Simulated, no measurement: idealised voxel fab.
The following process module bears the name voxel air gaps.
We display cut, a cross-section 140 nm in width whose square cells are each 5 nm.
In this document a cross-section is written as a grid of square cells. It is given as a series of bands, listed from the top down, and a band is one or more rows of cells. Look at the band entry: it leads with the top's height and the bottom's height in nm. Then it lists the materials left to right, with a width in nm for each. The word "throughout" on a single material says that material fills the band edge to edge. The word "empty" is empty space. Height 0 is the level under which the wafer as received is all one material. The lowest band goes on downwards, as in "0 nm and below". The notation "30 to 40" denotes a width that varies across the rows of cells in the band, beginning at the first number in the top row, finishing at the second number in the bottom row, and changing by an identical amount from each row to the next. Step note "no alteration" = no cross-section cell changed. "Trapped void list": empty spaces of 8 cells or more with no open way to the top, each given as width x height at distance, distance from the left edge, all in nm. Read whatever lies past the settings on a step's line as the simulator's own remark about the step. overlay nm: right-of-plan distance of the mask on a masked step; negative values mean left-of-plan.

**List of planned process steps**
1 RECEIVE (material Si)
2 CONFORMAL_DEP (material SiO2; thk nm 15)
3 CONFORMAL_DEP (material SiN; thk nm 5)
4 DIRECTIONAL_DEP (material SiO2; thk nm 40)
5 DIRECTIONAL_DEP (material aC; thk nm 10)
6 PATTERN (tone open; mask id LINES; material resist; width nm 15; pitch nm 40; thk nm 25; overlay nm 0)
7 DIRECTIONAL_ETCH (etch materials aC; depth nm 10)
8 STRIP (etch materials resist)
9 DIRECTIONAL_ETCH (etch materials SiO2; depth nm 40)
10 STRIP (etch materials aC)
11 CONFORMAL_DEP (material TiN; thk nm 5)
12 FILL_DEP (material Ru; thk nm 5)
13 CMP (height nm 60)
14 EPI (material Ru; thk nm 10)
15 SELECTIVE_ETCH (etch materials SiO2; depth nm 50)
16 CONFORMAL_DEP (material SiCN; thk nm 5)

**Step 1 complete: cross-section of the wafer as received**
0 nm and below | Si throughout
Trapped void list: none

**The first of two wafers, cross-sectioned at the end of the module, with the run proceeding as planned**
75 nm to 70 nm | 5 empty; 125 SiCN; 10 empty
70 nm to 60 nm | 5 empty; 5 SiCN; 35 Ru; 5 SiCN; 35 Ru; 5 SiCN; 35 Ru; 5 SiCN; 10 empty
60 nm to 55 nm | 5 empty; 15 SiCN; 5 TiN; 5 Ru; 5 TiN; 25 SiCN; 5 TiN; 5 Ru; 5 TiN; 25 SiCN; 5 TiN; 5 Ru; 5 TiN; 15 SiCN; 10 empty
55 nm to 25 nm | 15 empty; 5 SiCN; 5 TiN; 5 Ru; 5 TiN; 5 SiCN; 15 empty; 5 SiCN; 5 TiN; 5 Ru; 5 TiN; 5 SiCN; 15 empty; 5 SiCN; 5 TiN; 5 Ru; 5 TiN; 5 SiCN; 20 empty
25 nm to 20 nm | 20 SiCN; 15 TiN; 25 SiCN; 15 TiN; 25 SiCN; 15 TiN; 25 SiCN
20 nm to 15 nm | SiN throughout
15 nm to 0 nm | SiO2 throughout
0 nm and below | Si throughout
Trapped void list: 15 x 30 at 40; 15 x 30 at 80

**Second wafer cross-section at end of module - shared start and plan with the first, one mistake in the run**
75 nm to 70 nm | 5 empty; 125 TiN; 10 empty
70 nm to 60 nm | 5 empty; 5 TiN; 35 Ru; 5 TiN; 35 Ru; 5 TiN; 35 Ru; 5 TiN; 10 empty
60 nm to 55 nm | 5 empty; 20 TiN; 5 Ru; 35 TiN; 5 Ru; 35 TiN; 5 Ru; 20 TiN; 10 empty
55 nm to 25 nm | 15 empty; 10 TiN; 5 Ru; 10 TiN; 15 empty; 10 TiN; 5 Ru; 10 TiN; 15 empty; 10 TiN; 5 Ru; 10 TiN; 20 empty
25 nm to 20 nm | TiN throughout
20 nm to 15 nm | SiN throughout
15 nm to 0 nm | SiO2 throughout
0 nm and below | Si throughout
Trapped void list: 15 x 30 at 40; 15 x 30 at 80
In executing the process, a mistake was made relative to the plan: it should be noted that step 16 was executed with settings other than those planned, the operation and settings actually applied being CONFORMAL_DEP (material TiN; thk nm 5)
Wrapping up, a cell-based count of both wafers puts the second over or under the first for these materials: -104 SiCN | +104 TiN
